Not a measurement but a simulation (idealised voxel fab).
voxel tone inversion: a process module
Displayed cross-section: cut, width of 255 nm, square cells sized 5 nm.
Square cells in a grid make up a cross-section in this document, and the grid is given as bands, listed from the top down, each one or more rows of cells. Band: top height; bottom height; in nm. Then, left to right: material with width in nm, for each material. "all across": a single material spanning edge to edge. "air": empty space. It should be noted that heights are counted from 0, beneath which the wafer as supplied is of one material throughout, and that the lowest band possesses no lower boundary but continues downward, as written in "from 0 down". Width spec "30->40" -> top row of cells at first value, bottom row at second value, equal per-row change in between. "no change" (step): cross-section cells unchanged, all of them. Look at "Trapped voids" for the closed voids: empty spaces with no open path to the top, sized 8 cells or up. Each is width x height at distance, distance from the left edge, all nm. Read whatever lies past the settings on a step's line as the simulator's own remark about the step. The optional step-line setting "overlay nm" applies to steps with a mask and quantifies how far to the right of its planned location the mask lay, a negative value indicating leftward placement.
## This section lists the process steps that were planned
1,RECEIVE: material Si
2,CONFORMAL_DEP: material SiCN, thk nm 10
3,DIRECTIONAL_DEP: material aC, thk nm 10
4,PATTERN: tone cover, mask id POSTS, material resist, width nm 25, pitch nm 50, thk nm 25, overlay nm 0
5,DIRECTIONAL_ETCH: etch materials aC, depth nm 20
6,STRIP: etch materials resist
7,FILL_DEP: material SiO2, thk nm 10
8,CMP: height nm 30
9,STRIP: etch materials aC
The wafers in this document start out alike and differ in the thk nm applied at step 3; the plan shows the value used for the first wafer.
## Cut through the first of several wafers as received, post step 1
  from 0 down = Si all across
  Trapped voids: none
## End of module: cross-section of the first of several wafers after step 9, the last step
  from 30 to 20 = SiO2 all across
  from 20 to 10 = SiO2 (40), then aC (25), then SiO2 (25), then aC (25), then SiO2 (25), then aC (25), then SiO2 (25), then aC (25), then SiO2 (40)
  from 10 to 0 = SiCN all across
  from 0 down = Si all across
  Trapped voids: none
## Cross-section at module completion, last wafer
  from 30 to 10 = SiO2 (40), then air (25), then SiO2 (25), then air (25), then SiO2 (25), then air (25), then SiO2 (25), then air (25), then SiO2 (40)
  from 10 to 0 = SiCN all across
  from 0 down = Si all across
  Trapped voids: none
## Tabulated below, wafer by wafer, are the end-of-module results: for each material, the number of cells gained (+) or lost (-) relative to the as-received state, followed by the closed voids
thk nm 10; +102 SiCN; +164 SiO2; +40 aC; Trapped voids: none
thk nm 15; +102 SiCN; +144 SiO2; +60 aC; Trapped voids: none
thk nm 20; +102 SiCN; +124 SiO2; Trapped voids: none
